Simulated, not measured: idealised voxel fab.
process module | voxel quadruple lines
cross-section cut | 255 nm wide | cells 5 nm
A cross-section is a grid of square cells, given in bands from the top down. A band is one or more rows of cells.
Each band's line starts with the height of the band's top and of its bottom, in nm. Then come its materials from left to right, each with its width in nm. One material with "throughout" fills the band from edge to edge. "air" is empty space.
Height 0 is the level under which the wafer as received is all one material. The lowest band goes on downwards, as in "0 down".
A width such as "30 to 40" changes by the same amount from each row of cells to the next, from the band's top row to its bottom row.
"no change" after a step means that no cell of the cross-section changed.
closed voids: empty space of 8 cells or more with no open way to the top, each as width x height at its distance from the left edge, in nm
after a step's settings: what the simulator itself notes on the step
overlay nm, on a step with a mask: how far to the right of its planned place the mask lay; to the left if negative
plan
1 op RECEIVE | material Si
2 op CONFORMAL_DEP | material Al2O3 | thk nm 10
3 op DIRECTIONAL_DEP | material W | thk nm 15
4 op DIRECTIONAL_DEP | material polySi | thk nm 15
5 op DIRECTIONAL_DEP | material aC | thk nm 20
6 op PATTERN | tone cover | mask id MANDREL | material resist | width nm 30 | thk nm 30 | overlay nm 0
7 op DIRECTIONAL_ETCH | etch materials aC | depth nm 20
8 op STRIP | etch materials resist
9 op CONFORMAL_DEP | material SiO2 | thk nm 10
10 op DIRECTIONAL_ETCH | etch materials SiO2 | depth nm 10
11 op STRIP | etch materials aC
12 op DIRECTIONAL_ETCH | etch materials polySi | depth nm 15
13 op STRIP | etch materials SiO2
14 op CONFORMAL_DEP | material SiN | thk nm 10
15 op DIRECTIONAL_ETCH | etch materials SiN | depth nm 10
16 op STRIP | etch materials polySi
17 op DIRECTIONAL_ETCH | etch materials W | depth nm 15
18 op STRIP | etch materials SiN
first wafer, as planned
as received, after step 1
  0 down: Si throughout
  closed voids: none
after step 2
  10 to 0: Al2O3 throughout
  below 0: unchanged
after step 3
  25 to 10: W throughout
  below 10: unchanged
after step 4
  40 to 25: polySi throughout
  below 25: unchanged
after step 5
  60 to 40: aC throughout
  below 40: unchanged
after step 6
  90 to 60: air 110 | resist 30 | air 115
  below 60: unchanged
after step 7
  70 to 60: air 110 | resist 30 | air 115
  60 to 40: air 110 | aC 30 | air 115
  below 40: unchanged
after step 8
  60 to 40: air 110 | aC 30 | air 115
  below 40: unchanged
after step 9
  70 to 60: air 100 | SiO2 50 | air 105
  60 to 50: air 100 | SiO2 10 | aC 30 | SiO2 10 | air 105
  50 to 40: SiO2 110 | aC 30 | SiO2 115
  below 40: unchanged
after step 10
  60 to 40: air 100 | SiO2 10 | aC 30 | SiO2 10 | air 105
  below 40: unchanged
after step 11
  60 to 40: air 100 | SiO2 10 | air 30 | SiO2 10 | air 105
  below 40: unchanged
after step 12
  60 to 40: air 100 | SiO2 10 | air 30 | SiO2 10 | air 105
  40 to 25: air 100 | polySi 10 | air 30 | polySi 10 | air 105
  below 25: unchanged
after step 13
  40 to 25: air 100 | polySi 10 | air 30 | polySi 10 | air 105
  below 25: unchanged
after step 14
  50 to 40: air 90 | SiN 30 | air 10 | SiN 30 | air 95
  40 to 35: air 90 | SiN 10 | polySi 10 | SiN 10 | air 10 | SiN 10 | polySi 10 | SiN 10 | air 95
  35 to 25: SiN 100 | polySi 10 | SiN 30 | polySi 10 | SiN 105
  below 25: unchanged
after step 15
  40 to 25: air 90 | SiN 10 | polySi 10 | SiN 10 | air 10 | SiN 10 | polySi 10 | SiN 10 | air 95
  below 25: unchanged
after step 16
  40 to 25: air 90 | SiN 10 | air 10 | SiN 10 | air 10 | SiN 10 | air 10 | SiN 10 | air 95
  below 25: unchanged
after step 17
  40 to 25: air 90 | SiN 10 | air 10 | SiN 10 | air 10 | SiN 10 | air 10 | SiN 10 | air 95
  25 to 10: air 90 | W 10 | air 10 | W 10 | air 10 | W 10 | air 10 | W 10 | air 95
  below 10: unchanged
after step 18
  25 to 10: air 90 | W 10 | air 10 | W 10 | air 10 | W 10 | air 10 | W 10 | air 95
  below 10: unchanged
second wafer: like start, like plan, one mistake. Through step 5 it matches the first wafer
when step 6 should have ended
  90 to 60: resist 110 | air 30 | resist 115
  below 60: unchanged
when step 7 should have ended
  70 to 60: resist 110 | air 30 | resist 115
  60 to 40: aC 110 | air 30 | aC 115
  below 40: unchanged
when step 8 should have ended
  60 to 40: aC 110 | air 30 | aC 115
  below 40: unchanged
when step 9 should have ended
  70 to 60: SiO2 120 | air 10 | SiO2 125
  60 to 50: aC 110 | SiO2 10 | air 10 | SiO2 10 | aC 115
  50 to 40: aC 110 | SiO2 30 | aC 115
  below 40: unchanged
when step 10 should have ended
  60 to 40: aC 110 | SiO2 10 | air 10 | SiO2 10 | aC 115
  below 40: unchanged
when step 11 should have ended
  60 to 40: air 110 | SiO2 10 | air 10 | SiO2 10 | air 115
  below 40: unchanged
when step 12 should have ended
  60 to 40: air 110 | SiO2 10 | air 10 | SiO2 10 | air 115
  40 to 25: air 110 | polySi 10 | air 10 | polySi 10 | air 115
  below 25: unchanged
when step 13 should have ended
  40 to 25: air 110 | polySi 10 | air 10 | polySi 10 | air 115
  below 25: unchanged
when step 14 should have ended
  50 to 40: air 100 | SiN 50 | air 105
  40 to 35: air 100 | SiN 10 | polySi 10 | SiN 10 | polySi 10 | SiN 10 | air 105
  35 to 25: SiN 110 | polySi 10 | SiN 10 | polySi 10 | SiN 115
  below 25: unchanged
when step 15 should have ended
  40 to 25: air 100 | SiN 10 | polySi 10 | SiN 10 | polySi 10 | SiN 10 | air 105
  below 25: unchanged
when step 16 should have ended
  40 to 25: air 100 | SiN 10 | air 10 | SiN 10 | air 10 | SiN 10 | air 105
  below 25: unchanged
when step 17 should have ended
  40 to 25: air 100 | SiN 10 | air 10 | SiN 10 | air 10 | SiN 10 | air 105
  25 to 10: air 100 | W 10 | air 10 | W 10 | air 10 | W 10 | air 105
  below 10: unchanged
when step 18 should have ended
  25 to 10: air 100 | W 10 | air 10 | W 10 | air 10 | W 10 | air 105
  below 10: unchanged
what went wrong: step 6 ran as: op PATTERN | tone open | mask id MANDREL | material resist | width nm 30 | thk nm 30 | overlay nm 0
at the end the second wafer has, in cells: 6 fewer of W
